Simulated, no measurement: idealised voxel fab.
Documented hereafter: the process module known as voxel capacitor over wiring.
We display cut, a cross-section 190 nm in width whose square cells are each 5 nm.
If you're reading a cross-section in this doc, picture square cells in a grid; it comes to you as bands, top ones listed first down to the bottom, and a band can be one or more rows of cells. First you get the band's top height and its bottom height, in nm, and then the materials it's made of, left to right, with each width in nm. If you see a single material with "all across", that one covers the band edge to edge. "air" is empty space. Height is counted from the level 0, under which the received wafer is composed throughout of one material. The lowest of the bands is not closed at the bottom but continues downward, in the notation "0..down". The expression "30..40" gives the width at the extremes of the band, the first number at its top row of cells and the second at its bottom row, with the width changing by equal amounts from each row to the next in between. "no alteration" -> step changed no cross-section cell. What "Closed void entries" gives you is every empty space of 8 cells or more that is cut off from the top. Each appears as width x height at distance, with the distance taken from the left edge and width, height and distance all in nm. Post-settings text on a step line: simulator's own remark regarding the step. "overlay nm", when on a step's line for a step with a mask, measures how far to the right of its planned place the mask lay; a negative measure means to the left. Each pair below shows a cross-section before one step and the cross-section after it, down to the lowest band that changed. The line under each pair gives the step between them, with its settings. The pairs can come from different runs of this module on the same starting wafer, so a pair continues from the pair above only where its "Ex-ante state" says so.

### Ex-ante state
	45..20 = lowk all across
	20..15 = SiCN all across
	15..0 = SiO2 all across
	0..down = Si all across
	Closed void entries: none

### Post-Step Geometry
	65..45 = resist 40 | air 35 | resist 40 | air 35 | resist 40
	Everything below 45 is unchanged.
	Closed void entries: none
Can you say which step sits between the two cross-sections above? PATTERN: tone open, mask id METAL_1, material resist, width nm 35, pitch nm 75, thk nm 20, overlay nm 0

Ex-ante state: just use the after drawing of the pair above as your starting point.

### Post-Step Geometry
	65..45 = resist 40 | air 35 | resist 40 | air 35 | resist 40
	45..20 = lowk 40 | air 35 | lowk 40 | air 35 | lowk 40
	Everything below 20 is unchanged.
	Closed void entries: none
Can you say which step sits between the two cross-sections above? DIRECTIONAL_ETCH: etch materials lowk, depth nm 25

Ex-ante state: just use the after drawing of the pair above as your starting point.

### Post-Step Geometry
	65..45 = resist 40 | air 35 | resist 40 | air 35 | resist 40
	45..20 = lowk 40 | air 35 | lowk 40 | air 35 | lowk 40
	20..15 = SiCN 40 | air 35 | SiCN 40 | air 35 | SiCN 40
	Everything below 15 is unchanged.
	Closed void entries: none
Can you say which step sits between the two cross-sections above? DIRECTIONAL_ETCH: etch materials SiCN, depth nm 5

Ex-ante state: just use the after drawing of the pair above as your starting point.

### Post-Step Geometry
	45..20 = lowk 40 | air 35 | lowk 40 | air 35 | lowk 40
	Everything below 20 is unchanged.
	Closed void entries: none
Can you say which step sits between the two cross-sections above? STRIP: etch materials resist

Ex-ante state: just use the after drawing of the pair above as your starting point.

### Post-Step Geometry
	50..45 = TiN 45 | air 25 | TiN 50 | air 25 | TiN 45
	45..20 = lowk 40 | TiN 5 | air 25 | TiN 5 | lowk 40 | TiN 5 | air 25 | TiN 5 | lowk 40
	20..15 = SiCN 40 | TiN 35 | SiCN 40 | TiN 35 | SiCN 40
	Everything below 15 is unchanged.
	Closed void entries: none
Can you say which step sits between the two cross-sections above? CONFORMAL_DEP: material TiN, thk nm 5

Ex-ante state: just use the after drawing of the pair above as your starting point.

### Post-Step Geometry
	60..50 = Ru all across
	50..45 = TiN 45 | Ru 25 | TiN 50 | Ru 25 | TiN 45
	45..20 = lowk 40 | TiN 5 | Ru 25 | TiN 5 | lowk 40 | TiN 5 | Ru 25 | TiN 5 | lowk 40
	Everything below 20 is unchanged.
	Closed void entries: none
Can you say which step sits between the two cross-sections above? FILL_DEP: material Ru, thk nm 10

Ex-ante state: just use the after drawing of the pair above as your starting point.

### Post-Step Geometry
	45..20 = lowk 40 | TiN 5 | Ru 25 | TiN 5 | lowk 40 | TiN 5 | Ru 25 | TiN 5 | lowk 40
	Everything below 20 is unchanged.
	Closed void entries: none
Can you say which step sits between the two cross-sections above? CMP: height nm 45

Ex-ante state: just use the after drawing of the pair above as your starting point.

### Post-Step Geometry
	50..45 = SiCN all across
	Everything below 45 is unchanged.
	Closed void entries: none
Can you say which step sits between the two cross-sections above? CONFORMAL_DEP: material SiCN, thk nm 5

Ex-ante state: just use the after drawing of the pair above as your starting point.

### Post-Step Geometry
	65..50 = lowk all across
	Everything below 50 is unchanged.
	Closed void entries: none
Can you say which step sits between the two cross-sections above? DIRECTIONAL_DEP: material lowk, thk nm 15

Ex-ante state: just use the after drawing of the pair above as your starting point.

### Post-Step Geometry
	80..65 = resist 55 | air 15 | resist 120
	Everything below 65 is unchanged.
	Closed void entries: none
Can you say which step sits between the two cross-sections above? PATTERN: tone open, mask id PLUG_1, material resist, width nm 15, thk nm 15, overlay nm 0

Ex-ante state: just use the after drawing of the pair above as your starting point.

### Post-Step Geometry
	80..65 = resist 55 | air 15 | resist 120
	65..50 = lowk 55 | air 15 | lowk 120
	Everything below 50 is unchanged.
	Closed void entries: none
Can you say which step sits between the two cross-sections above? DIRECTIONAL_ETCH: etch materials lowk, depth nm 15

Ex-ante state: just use the after drawing of the pair above as your starting point.

### Post-Step Geometry
	80..65 = resist 55 | air 15 | resist 120
	65..50 = lowk 55 | air 15 | lowk 120
	50..45 = SiCN 55 | air 15 | SiCN 120
	Everything below 45 is unchanged.
	Closed void entries: none
Can you say which step sits between the two cross-sections above? DIRECTIONAL_ETCH: etch materials SiCN, depth nm 5

Ex-ante state: just use the after drawing of the pair above as your starting point.

### Post-Step Geometry
	65..50 = lowk 55 | air 15 | lowk 120
	Everything below 50 is unchanged.
	Closed void entries: none
Can you say which step sits between the two cross-sections above? STRIP: etch materials resist

Ex-ante state: just use the after drawing of the pair above as your starting point.

### Post-Step Geometry
	65..55 = lowk 55 | air 15 | lowk 120
	55..50 = lowk 55 | Ru 15 | lowk 120
	50..45 = SiCN 55 | Ru 15 | SiCN 120
	Everything below 45 is unchanged.
	Closed void entries: none
Can you say which step sits between the two cross-sections above? EPI: material Ru, thk nm 10

Ex-ante state: just use the after drawing of the pair above as your starting point.

### Post-Step Geometry
	65..50 = lowk 55 | Ru 15 | lowk 120
	Everything below 50 is unchanged.
	Closed void entries: none
Can you say which step sits between the two cross-sections above? EPI: material Ru, thk nm 10

Ex-ante state: just use the after drawing of the pair above as your starting point.

### Post-Step Geometry
	75..65 = TiN all across
	Everything below 65 is unchanged.
	Closed void entries: none
Can you say which step sits between the two cross-sections above? DIRECTIONAL_DEP: material TiN, thk nm 10

Ex-ante state: just use the after drawing of the pair above as your starting point.

### Post-Step Geometry
	80..75 = Al2O3 all across
	Everything below 75 is unchanged.
	Closed void entries: none
Can you say which step sits between the two cross-sections above? DIRECTIONAL_DEP: material Al2O3, thk nm 5

Ex-ante state: just use the after drawing of the pair above as your starting point.

### Post-Step Geometry
	90..80 = TiN all across
	Everything below 80 is unchanged.
	Closed void entries: none
Can you say which step sits between the two cross-sections above? DIRECTIONAL_DEP: material TiN, thk nm 10

Ex-ante state: just use the after drawing of the pair above as your starting point.

### Post-Step Geometry
	110..90 = air 55 | resist 55 | air 80
	Everything below 90 is unchanged.
	Closed void entries: none
Can you say which step sits between the two cross-sections above? PATTERN: tone cover, mask id UPPER_PLATE, material resist, width nm 55, thk nm 20, overlay nm 0

Ex-ante state: just use the after drawing of the pair above as your starting point.

### Post-Step Geometry
	110..90 = air 55 | resist 55 | air 80
	90..80 = air 55 | TiN 55 | air 80
	Everything below 80 is unchanged.
	Closed void entries: none
Can you say which step sits between the two cross-sections above? DIRECTIONAL_ETCH: etch materials TiN, depth nm 10

Ex-ante state: just use the after drawing of the pair above as your starting point.

### Post-Step Geometry
	110..90 = air 55 | resist 55 | air 80
	90..80 = air 55 | TiN 55 | air 80
	80..75 = air 55 | Al2O3 55 | air 80
	Everything below 75 is unchanged.
	Closed void entries: none
Can you say which step sits between the two cross-sections above? DIRECTIONAL_ETCH: etch materials Al2O3, depth nm 5

Ex-ante state: just use the after drawing of the pair above as your starting point.

### Post-Step Geometry
	90..80 = air 55 | TiN 55 | air 80
	Everything below 80 is unchanged.
	Closed void entries: none
Can you say which step sits between the two cross-sections above? STRIP: etch materials resist

Ex-ante state: just use the after drawing of the pair above as your starting point.

### Post-Step Geometry
	90..80 = air 55 | TiN 55 | air 80
	80..75 = air 55 | Al2O3 55 | air 80
	75..65 = air 50 | TiN 65 | air 75
	Everything below 65 is unchanged.
	Closed void entries: none
Can you say which step sits between the two cross-sections above? MASKED_ETCH: tone cover, mask id LOWER_PLATE, width nm 65, etch materials TiN, depth nm 10, overlay nm 0

Ex-ante state: just use the after drawing of the pair above as your starting point.

### Post-Step Geometry
	105..90 = SiO2 all across
	90..80 = SiO2 55 | TiN 55 | SiO2 80
	80..75 = SiO2 55 | Al2O3 55 | SiO2 80
	75..65 = SiO2 50 | TiN 65 | SiO2 75
	Everything below 65 is unchanged.
	Closed void entries: none
Can you say which step sits between the two cross-sections above? FILL_DEP: material SiO2, thk nm 15

Ex-ante state: just use the after drawing of the pair above as your starting point.

### Post-Step Geometry
	100..90 = SiO2 all across
	Everything below 90 is unchanged.
	Closed void entries: none
Can you say which step sits between the two cross-sections above? CMP: height nm 100

Ex-ante state: just use the after drawing of the pair above as your starting point.

### Post-Step Geometry
	100..90 = SiO2 65 | air 15 | SiO2 110
	Everything below 90 is unchanged.
	Closed void entries: none
Can you say which step sits between the two cross-sections above? MASKED_ETCH: tone open, mask id PLUG_2, width nm 15, etch materials SiO2, depth nm 10, overlay nm 0

Ex-ante state: just use the after drawing of the pair above as your starting point.

### Post-Step Geometry
	105..100 = TiN 70 | air 5 | TiN 115
	100..95 = SiO2 65 | TiN 5 | air 5 | TiN 5 | SiO2 110
	95..90 = SiO2 65 | TiN 15 | SiO2 110
	Everything below 90 is unchanged.
	Closed void entries: none
Can you say which step sits between the two cross-sections above? CONFORMAL_DEP: material TiN, thk nm 5

Ex-ante state: just use the after drawing of the pair above as your starting point.

### Post-Step Geometry
	110..105 = W all across
	105..100 = TiN 70 | W 5 | TiN 115
	100..95 = SiO2 65 | TiN 5 | W 5 | TiN 5 | SiO2 110
	Everything below 95 is unchanged.
	Closed void entries: none
Can you say which step sits between the two cross-sections above? FILL_DEP: material W, thk nm 5

Ex-ante state: just use the after drawing of the pair above as your starting point.

### Post-Step Geometry
	100..95 = SiO2 65 | TiN 5 | W 5 | TiN 5 | SiO2 110
	Everything below 95 is unchanged.
	Closed void entries: none
Can you say which step sits between the two cross-sections above? CMP: height nm 100

Ex-ante state: just use the after drawing of the pair above as your starting point.

### Post-Step Geometry
	105..100 = SiN all across
	Everything below 100 is unchanged.
	Closed void entries: none
Can you say which step sits between the two cross-sections above? CONFORMAL_DEP: material SiN, thk nm 5

### Ex-ante state
	65..50 = lowk all across
	50..45 = SiCN all across
	45..20 = lowk 45 | TiN 5 | Ru 15 | TiN 5 | lowk 50 | TiN 5 | Ru 15 | TiN 5 | lowk 45
	20..15 = SiCN 45 | TiN 25 | SiCN 50 | TiN 25 | SiCN 45
	15..0 = SiO2 all across
	0..down = Si all across
	Closed void entries: none

### Post-Step Geometry
	80..65 = resist 65 | air 15 | resist 110
	Everything below 65 is unchanged.
	Closed void entries: none
Can you say which step sits between the two cross-sections above? PATTERN: tone open, mask id PLUG_1, material resist, width nm 15, thk nm 15, overlay nm 10

Ex-ante state: just use the after drawing of the pair above as your starting point.

### Post-Step Geometry
	80..65 = resist 65 | air 15 | resist 110
	65..50 = lowk 65 | air 15 | lowk 110
	Everything below 50 is unchanged.
	Closed void entries: none
Can you say which step sits between the two cross-sections above? DIRECTIONAL_ETCH: etch materials lowk, depth nm 15

Ex-ante state: just use the after drawing of the pair above as your starting point.

### Post-Step Geometry
	80..65 = resist 65 | air 15 | resist 110
	65..50 = lowk 65 | air 15 | lowk 110
	50..45 = SiCN 65 | air 15 | SiCN 110
	Everything below 45 is unchanged.
	Closed void entries: none
Can you say which step sits between the two cross-sections above? DIRECTIONAL_ETCH: etch materials SiCN, depth nm 5

Ex-ante state: just use the after drawing of the pair above as your starting point.

### Post-Step Geometry
	65..50 = lowk 65 | air 15 | lowk 110
	Everything below 50 is unchanged.
	Closed void entries: none
Can you say which step sits between the two cross-sections above? STRIP: etch materials resist

Ex-ante state: just use the after drawing of the pair above as your starting point.

### Post-Step Geometry
	65..55 = lowk 65 | air 15 | lowk 110
	55..50 = lowk 65 | Ru 15 | lowk 110
	50..45 = SiCN 65 | Ru 15 | SiCN 110
	Everything below 45 is unchanged.
	Closed void entries: none
Can you say which step sits between the two cross-sections above? EPI: material Ru, thk nm 10

Ex-ante state: just use the after drawing of the pair above as your starting point.

### Post-Step Geometry
	65..50 = lowk 65 | Ru 15 | lowk 110
	Everything below 50 is unchanged.
	Closed void entries: none
Can you say which step sits between the two cross-sections above? EPI: material Ru, thk nm 10

Ex-ante state: just use the after drawing of the pair above as your starting point.

### Post-Step Geometry
	75..65 = TiN all across
	Everything below 65 is unchanged.
	Closed void entries: none
Can you say which step sits between the two cross-sections above? DIRECTIONAL_DEP: material TiN, thk nm 10

Ex-ante state: just use the after drawing of the pair above as your starting point.

### Post-Step Geometry
	80..75 = Al2O3 all across
	Everything below 75 is unchanged.
	Closed void entries: none
Can you say which step sits between the two cross-sections above? DIRECTIONAL_DEP: material Al2O3, thk nm 5

Ex-ante state: just use the after drawing of the pair above as your starting point.

### Post-Step Geometry
	90..80 = TiN all across
	Everything below 80 is unchanged.
	Closed void entries: none
Can you say which step sits between the two cross-sections above? DIRECTIONAL_DEP: material TiN, thk nm 10

Ex-ante state: just use the after drawing of the pair above as your starting point.

### Post-Step Geometry
	110..90 = air 55 | resist 55 | air 80
	Everything below 90 is unchanged.
	Closed void entries: none
Can you say which step sits between the two cross-sections above? PATTERN: tone cover, mask id UPPER_PLATE, material resist, width nm 55, thk nm 20, overlay nm 0

Ex-ante state: just use the after drawing of the pair above as your starting point.

### Post-Step Geometry
	110..90 = air 55 | resist 55 | air 80
	90..80 = air 55 | TiN 55 | air 80
	Everything below 80 is unchanged.
	Closed void entries: none
Can you say which step sits between the two cross-sections above? DIRECTIONAL_ETCH: etch materials TiN, depth nm 10

Ex-ante state: just use the after drawing of the pair above as your starting point.

### Post-Step Geometry
	110..90 = air 55 | resist 55 | air 80
	90..80 = air 55 | TiN 55 | air 80
	80..75 = air 55 | Al2O3 55 | air 80
	Everything below 75 is unchanged.
	Closed void entries: none
Can you say which step sits between the two cross-sections above? DIRECTIONAL_ETCH: etch materials Al2O3, depth nm 5

Ex-ante state: just use the after drawing of the pair above as your starting point.

### Post-Step Geometry
	90..80 = air 55 | TiN 55 | air 80
	Everything below 80 is unchanged.
	Closed void entries: none
Can you say which step sits between the two cross-sections above? STRIP: etch materials resist

Ex-ante state: just use the after drawing of the pair above as your starting point.

### Post-Step Geometry
	90..80 = air 55 | TiN 55 | air 80
	80..75 = air 55 | Al2O3 55 | air 80
	75..65 = air 50 | TiN 65 | air 75
	Everything below 65 is unchanged.
	Closed void entries: none
Can you say which step sits between the two cross-sections above? MASKED_ETCH: tone cover, mask id LOWER_PLATE, width nm 65, etch materials TiN, depth nm 10, overlay nm 0

Ex-ante state: just use the after drawing of the pair above as your starting point.

### Post-Step Geometry
	105..90 = SiO2 all across
	90..80 = SiO2 55 | TiN 55 | SiO2 80
	80..75 = SiO2 55 | Al2O3 55 | SiO2 80
	75..65 = SiO2 50 | TiN 65 | SiO2 75
	Everything below 65 is unchanged.
	Closed void entries: none
Can you say which step sits between the two cross-sections above? FILL_DEP: material SiO2, thk nm 15

Ex-ante state: just use the after drawing of the pair above as your starting point.

### Post-Step Geometry
	100..90 = SiO2 all across
	Everything below 90 is unchanged.
	Closed void entries: none
Can you say which step sits between the two cross-sections above? CMP: height nm 100

Ex-ante state: just use the after drawing of the pair above as your starting point.

### Post-Step Geometry
	100..90 = SiO2 65 | air 15 | SiO2 110
	Everything below 90 is unchanged.
	Closed void entries: none
Can you say which step sits between the two cross-sections above? MASKED_ETCH: tone open, mask id PLUG_2, width nm 15, etch materials SiO2, depth nm 10, overlay nm 0

Ex-ante state: just use the after drawing of the pair above as your starting point.

### Post-Step Geometry
	105..100 = TiN 70 | air 5 | TiN 115
	100..95 = SiO2 65 | TiN 5 | air 5 | TiN 5 | SiO2 110
	95..90 = SiO2 65 | TiN 15 | SiO2 110
	Everything below 90 is unchanged.
	Closed void entries: none
Can you say which step sits between the two cross-sections above? CONFORMAL_DEP: material TiN, thk nm 5

Ex-ante state: just use the after drawing of the pair above as your starting point.

### Post-Step Geometry
	110..105 = W all across
	105..100 = TiN 70 | W 5 | TiN 115
	100..95 = SiO2 65 | TiN 5 | W 5 | TiN 5 | SiO2 110
	Everything below 95 is unchanged.
	Closed void entries: none
Can you say which step sits between the two cross-sections above? FILL_DEP: material W, thk nm 5

Ex-ante state: just use the after drawing of the pair above as your starting point.

### Post-Step Geometry
	100..95 = SiO2 65 | TiN 5 | W 5 | TiN 5 | SiO2 110
	Everything below 95 is unchanged.
	Closed void entries: none
Can you say which step sits between the two cross-sections above? CMP: height nm 100

Ex-ante state: just use the after drawing of the pair above as your starting point.

### Post-Step Geometry
	105..100 = SiN all across
	Everything below 100 is unchanged.
	Closed void entries: none
Can you say which step sits between the two cross-sections above? CONFORMAL_DEP: material SiN, thk nm 5

### Ex-ante state
	75..65 = TiN all across
	65..50 = lowk 55 | Ru 15 | lowk 120
	50..45 = SiCN 55 | Ru 15 | SiCN 120
	45..20 = lowk 45 | TiN 5 | Ru 15 | TiN 5 | lowk 50 | TiN 5 | Ru 15 | TiN 5 | lowk 45
	20..15 = SiCN 45 | TiN 25 | SiCN 50 | TiN 25 | SiCN 45
	15..0 = SiO2 all across
	0..down = Si all across
	Closed void entries: none

### Post-Step Geometry
	80..75 = SiO2 all across
	Everything below 75 is unchanged.
	Closed void entries: none
Can you say which step sits between the two cross-sections above? DIRECTIONAL_DEP: material SiO2, thk nm 5

Ex-ante state: just use the after drawing of the pair above as your starting point.

### Post-Step Geometry
	90..80 = TiN all across
	Everything below 80 is unchanged.
	Closed void entries: none
Can you say which step sits between the two cross-sections above? DIRECTIONAL_DEP: material TiN, thk nm 10

Ex-ante state: just use the after drawing of the pair above as your starting point.

### Post-Step Geometry
	110..90 = air 55 | resist 55 | air 80
	Everything below 90 is unchanged.
	Closed void entries: none
Can you say which step sits between the two cross-sections above? PATTERN: tone cover, mask id UPPER_PLATE, material resist, width nm 55, thk nm 20, overlay nm 0

Ex-ante state: just use the after drawing of the pair above as your starting point.

### Post-Step Geometry
	110..90 = air 55 | resist 55 | air 80
	90..80 = air 55 | TiN 55 | air 80
	Everything below 80 is unchanged.
	Closed void entries: none
Can you say which step sits between the two cross-sections above? DIRECTIONAL_ETCH: etch materials TiN, depth nm 10

Ex-ante state: just use the after drawing of the pair above as your starting point.

### Post-Step Geometry
	90..80 = air 55 | TiN 55 | air 80
	Everything below 80 is unchanged.
	Closed void entries: none
Can you say which step sits between the two cross-sections above? STRIP: etch materials resist

Ex-ante state: just use the after drawing of the pair above as your starting point.

### Post-Step Geometry
	105..90 = SiO2 all across
	90..80 = SiO2 55 | TiN 55 | SiO2 80
	Everything below 80 is unchanged.
	Closed void entries: none
Can you say which step sits between the two cross-sections above? FILL_DEP: material SiO2, thk nm 15

Ex-ante state: just use the after drawing of the pair above as your starting point.

### Post-Step Geometry
	100..90 = SiO2 all across
	Everything below 90 is unchanged.
	Closed void entries: none
Can you say which step sits between the two cross-sections above? CMP: height nm 100

Ex-ante state: just use the after drawing of the pair above as your starting point.

### Post-Step Geometry
	100..90 = SiO2 65 | air 15 | SiO2 110
	Everything below 90 is unchanged.
	Closed void entries: none
Can you say which step sits between the two cross-sections above? MASKED_ETCH: tone open, mask id PLUG_2, width nm 15, etch materials SiO2, depth nm 10, overlay nm 0

Ex-ante state: just use the after drawing of the pair above as your starting point.

### Post-Step Geometry
	105..100 = TiN 70 | air 5 | TiN 115
	100..95 = SiO2 65 | TiN 5 | air 5 | TiN 5 | SiO2 110
	95..90 = SiO2 65 | TiN 15 | SiO2 110
	Everything below 90 is unchanged.
	Closed void entries: none
Can you say which step sits between the two cross-sections above? CONFORMAL_DEP: material TiN, thk nm 5

Ex-ante state: just use the after drawing of the pair above as your starting point.

### Post-Step Geometry
	110..105 = W all across
	105..100 = TiN 70 | W 5 | TiN 115
	100..95 = SiO2 65 | TiN 5 | W 5 | TiN 5 | SiO2 110
	Everything below 95 is unchanged.
	Closed void entries: none
Can you say which step sits between the two cross-sections above? FILL_DEP: material W, thk nm 5

Ex-ante state: just use the after drawing of the pair above as your starting point.

### Post-Step Geometry
	100..95 = SiO2 65 | TiN 5 | W 5 | TiN 5 | SiO2 110
	Everything below 95 is unchanged.
	Closed void entries: none
Can you say which step sits between the two cross-sections above? CMP: height nm 100

Ex-ante state: just use the after drawing of the pair above as your starting point.

### Post-Step Geometry
	105..100 = SiN all across
	Everything below 100 is unchanged.
	Closed void entries: none
Can you say which step sits between the two cross-sections above? CONFORMAL_DEP: material SiN, thk nm 5

### Ex-ante state
	90..80 = TiN all across
	80..75 = Al2O3 all across
	75..65 = TiN all across
	65..50 = lowk 55 | Ru 15 | lowk 120
	50..45 = SiCN 55 | Ru 15 | SiCN 120
	45..20 = lowk 45 | TiN 5 | Ru 15 | TiN 5 | lowk 50 | TiN 5 | Ru 15 | TiN 5 | lowk 45
	20..15 = SiCN 45 | TiN 25 | SiCN 50 | TiN 25 | SiCN 45
	15..0 = SiO2 all across
	0..down = Si all across
	Closed void entries: none

### Post-Step Geometry
	110..90 = resist 55 | air 55 | resist 80
	Everything below 90 is unchanged.
	Closed void entries: none
Can you say which step sits between the two cross-sections above? PATTERN: tone open, mask id UPPER_PLATE, material resist, width nm 55, thk nm 20, overlay nm 0

Ex-ante state: just use the after drawing of the pair above as your starting point.

### Post-Step Geometry
	110..90 = resist 55 | air 55 | resist 80
	90..80 = TiN 55 | air 55 | TiN 80
	Everything below 80 is unchanged.
	Closed void entries: none
Can you say which step sits between the two cross-sections above? DIRECTIONAL_ETCH: etch materials TiN, depth nm 10

Ex-ante state: just use the after drawing of the pair above as your starting point.

### Post-Step Geometry
	110..90 = resist 55 | air 55 | resist 80
	90..80 = TiN 55 | air 55 | TiN 80
	80..75 = Al2O3 55 | air 55 | Al2O3 80
	Everything below 75 is unchanged.
	Closed void entries: none
Can you say which step sits between the two cross-sections above? DIRECTIONAL_ETCH: etch materials Al2O3, depth nm 5

Ex-ante state: just use the after drawing of the pair above as your starting point.

### Post-Step Geometry
	90..80 = TiN 55 | air 55 | TiN 80
	Everything below 80 is unchanged.
	Closed void entries: none
Can you say which step sits between the two cross-sections above? STRIP: etch materials resist

Ex-ante state: just use the after drawing of the pair above as your starting point.

### Post-Step Geometry
	90..80 = air 50 | TiN 5 | air 55 | TiN 5 | air 75
	Everything below 80 is unchanged.
	Closed void entries: none
Can you say which step sits between the two cross-sections above? MASKED_ETCH: tone cover, mask id LOWER_PLATE, width nm 65, etch materials TiN, depth nm 10, overlay nm 0

Ex-ante state: just use the after drawing of the pair above as your starting point.

### Post-Step Geometry
	105..90 = SiO2 all across
	90..80 = SiO2 50 | TiN 5 | SiO2 55 | TiN 5 | SiO2 75
	80..75 = Al2O3 55 | SiO2 55 | Al2O3 80
	Everything below 75 is unchanged.
	Closed void entries: none
Can you say which step sits between the two cross-sections above? FILL_DEP: material SiO2, thk nm 15

Ex-ante state: just use the after drawing of the pair above as your starting point.

### Post-Step Geometry
	100..90 = SiO2 all across
	Everything below 90 is unchanged.
	Closed void entries: none
Can you say which step sits between the two cross-sections above? CMP: height nm 100

Ex-ante state: just use the after drawing of the pair above as your starting point.

### Post-Step Geometry
	100..90 = SiO2 65 | air 15 | SiO2 110
	Everything below 90 is unchanged.
	Closed void entries: none
Can you say which step sits between the two cross-sections above? MASKED_ETCH: tone open, mask id PLUG_2, width nm 15, etch materials SiO2, depth nm 10, overlay nm 0

Ex-ante state: just use the after drawing of the pair above as your starting point.

### Post-Step Geometry
	105..100 = TiN 70 | air 5 | TiN 115
	100..95 = SiO2 65 | TiN 5 | air 5 | TiN 5 | SiO2 110
	95..90 = SiO2 65 | TiN 15 | SiO2 110
	Everything below 90 is unchanged.
	Closed void entries: none
Can you say which step sits between the two cross-sections above? CONFORMAL_DEP: material TiN, thk nm 5

Ex-ante state: just use the after drawing of the pair above as your starting point.

### Post-Step Geometry
	110..105 = W all across
	105..100 = TiN 70 | W 5 | TiN 115
	100..95 = SiO2 65 | TiN 5 | W 5 | TiN 5 | SiO2 110
	Everything below 95 is unchanged.
	Closed void entries: none
Can you say which step sits between the two cross-sections above? FILL_DEP: material W, thk nm 5

Ex-ante state: just use the after drawing of the pair above as your starting point.

### Post-Step Geometry
	100..95 = SiO2 65 | TiN 5 | W 5 | TiN 5 | SiO2 110
	Everything below 95 is unchanged.
	Closed void entries: none
Can you say which step sits between the two cross-sections above? CMP: height nm 100

Ex-ante state: just use the after drawing of the pair above as your starting point.

### Post-Step Geometry
	105..100 = SiN all across
	Everything below 100 is unchanged.
	Closed void entries: none
Can you say which step sits between the two cross-sections above? CONFORMAL_DEP: material SiN, thk nm 5
